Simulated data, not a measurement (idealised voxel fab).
Process module in this document: voxel capacitor over wiring
The width of the displayed cross-section, cut, is 250 nm; its cells are square, with a size of 5 nm.
When this document writes out a cross-section, it uses a grid of square cells and lists it as bands, beginning at the top and moving down, with a band standing for one or more rows of cells. Band: top height; bottom height; in nm. Then, left to right: material with width in nm, for each material. "throughout": a single material spanning edge to edge. "blank": empty space. Height is counted from the level 0, under which the received wafer is composed throughout of one material. The lowest of the bands is not closed at the bottom but continues downward, in the notation "0 and below". Width spec "30->40" -> top row of cells at first value, bottom row at second value, equal per-row change in between. Step marked "stayed the same"? Then no cell in the cross-section changed in it. "Closed void inventory" enumerates empty spaces isolated from the top, with no open way to it, that contain at least 8 cells, giving each as width x height at distance from the left edge, all three in nm. What comes after the settings on a step's line is commentary from the simulator itself on that step. "overlay nm" answers the question of how far to the right of plan the mask lay on a step that has a mask, and when it is negative the answer is to the left.
## The steps planned for the process are as follows
1) RECEIVE: material Si
2) CONFORMAL_DEP: material SiO2, thk nm 15
3) CONFORMAL_DEP: material SiN, thk nm 5
4) DIRECTIONAL_DEP: material SiO2, thk nm 15
5) PATTERN: tone open, mask id METAL_1, material resist, width nm 25, pitch nm 95, thk nm 15, overlay nm 0
6) DIRECTIONAL_ETCH: etch materials SiO2, depth nm 15
7) DIRECTIONAL_ETCH: etch materials SiN, depth nm 5
8) STRIP: etch materials resist
9) CONFORMAL_DEP: material TiN, thk nm 5
10) FILL_DEP: material W, thk nm 10
11) CMP: height nm 35
12) EPI: material Ru, thk nm 5
13) FILL_DEP: material SiCN, thk nm 5
14) DIRECTIONAL_DEP: material SiO2, thk nm 20
15) MASKED_ETCH: tone open, mask id PLUG_1, width nm 15, etch materials SiO2, depth nm 20, overlay nm 0
16) MASKED_ETCH: tone open, mask id PLUG_1, width nm 15, etch materials SiCN, depth nm 5, overlay nm 0
17) CONFORMAL_DEP: material TiN, thk nm 5
18) FILL_DEP: material Cu, thk nm 5
19) CMP: height nm 65
20) DIRECTIONAL_DEP: material TiN, thk nm 10
21) DIRECTIONAL_DEP: material HfO2, thk nm 5
22) DIRECTIONAL_DEP: material TiN, thk nm 10
23) DIRECTIONAL_DEP: material aC, thk nm 10
24) PATTERN: tone cover, mask id UPPER_PLATE, material resist, width nm 75, thk nm 25, overlay nm 0
25) DIRECTIONAL_ETCH: etch materials aC, depth nm 10
26) STRIP: etch materials resist
27) DIRECTIONAL_ETCH: etch materials TiN, depth nm 10
28) DIRECTIONAL_ETCH: etch materials HfO2, depth nm 5
29) STRIP: etch materials aC
30) DIRECTIONAL_DEP: material aC, thk nm 10
31) PATTERN: tone cover, mask id LOWER_PLATE, material resist, width nm 85, thk nm 30, overlay nm 0
32) DIRECTIONAL_ETCH: etch materials aC, depth nm 10
33) STRIP: etch materials resist
34) DIRECTIONAL_ETCH: etch materials TiN, depth nm 10
35) STRIP: etch materials aC
36) FILL_DEP: material SiO2, thk nm 15
37) CMP: height nm 100
38) DIRECTIONAL_DEP: material aC, thk nm 10
39) PATTERN: tone open, mask id PLUG_2, material resist, width nm 15, thk nm 30, overlay nm 0
40) DIRECTIONAL_ETCH: etch materials aC, depth nm 10
41) STRIP: etch materials resist
42) DIRECTIONAL_ETCH: etch materials SiO2, depth nm 10
43) STRIP: etch materials aC
44) CONFORMAL_DEP: material TiN, thk nm 5
45) FILL_DEP: material Ru, thk nm 5
46) CMP: height nm 100
47) CONFORMAL_DEP: material SiN, thk nm 5
## Wafer at receipt (post step 1), cross-section
> 0 and below: Si throughout
> Closed void inventory: none
## first wafer at the end, as planned
> 105 down to 100: SiN throughout
> 100 down to 95: SiO2 85 nm  TiN 5 nm  Ru 5 nm  TiN 5 nm  SiO2 150 nm
> 95 down to 90: SiO2 85 nm  TiN 15 nm  SiO2 150 nm
> 90 down to 80: SiO2 75 nm  TiN 75 nm  SiO2 100 nm
> 80 down to 75: SiO2 75 nm  HfO2 75 nm  SiO2 100 nm
> 75 down to 65: SiO2 70 nm  TiN 85 nm  SiO2 95 nm
> 65 down to 45: SiO2 75 nm  TiN 5 nm  Cu 5 nm  TiN 5 nm  SiO2 160 nm
> 45 down to 40: SiCN 75 nm  TiN 15 nm  SiCN 160 nm
> 40 down to 35: SiCN 60 nm  Ru 35 nm  SiCN 60 nm  Ru 35 nm  SiCN 60 nm
> 35 down to 20: SiO2 65 nm  TiN 5 nm  W 15 nm  TiN 5 nm  SiO2 70 nm  TiN 5 nm  W 15 nm  TiN 5 nm  SiO2 65 nm
> 20 down to 15: SiN 65 nm  TiN 25 nm  SiN 70 nm  TiN 25 nm  SiN 65 nm
> 15 down to 0: SiO2 throughout
> 0 and below: Si throughout
> Closed void inventory: none
## Module end: cross-section of wafer two of two. Same start and process plan as the first wafer. One mistake during execution
> 105 down to 100: SiN throughout
> 100 down to 95: Ru 80 nm  TiN 5 nm  SiO2 15 nm  TiN 5 nm  Ru 145 nm
> 95 down to 90: TiN 85 nm  SiO2 15 nm  TiN 150 nm
> 90 down to 80: SiO2 75 nm  TiN 75 nm  SiO2 100 nm
> 80 down to 75: SiO2 75 nm  HfO2 75 nm  SiO2 100 nm
> 75 down to 65: SiO2 70 nm  TiN 85 nm  SiO2 95 nm
> 65 down to 45: SiO2 75 nm  TiN 5 nm  Cu 5 nm  TiN 5 nm  SiO2 160 nm
> 45 down to 40: SiCN 75 nm  TiN 15 nm  SiCN 160 nm
> 40 down to 35: SiCN 60 nm  Ru 35 nm  SiCN 60 nm  Ru 35 nm  SiCN 60 nm
> 35 down to 20: SiO2 65 nm  TiN 5 nm  W 15 nm  TiN 5 nm  SiO2 70 nm  TiN 5 nm  W 15 nm  TiN 5 nm  SiO2 65 nm
> 20 down to 15: SiN 65 nm  TiN 25 nm  SiN 70 nm  TiN 25 nm  SiN 65 nm
> 15 down to 0: SiO2 throughout
> 0 and below: Si throughout
> Closed void inventory: none
Want to know what went wrong? step 39 ran with different settings than intended, the actual operation and settings being PATTERN: tone cover, mask id PLUG_2, material resist, width nm 15, thk nm 30, overlay nm 0
Per the end-of-run cell counts, the second wafer holds more or fewer of some materials than the first: Ru: 44 more; SiO2: 88 fewer; TiN: 44 more
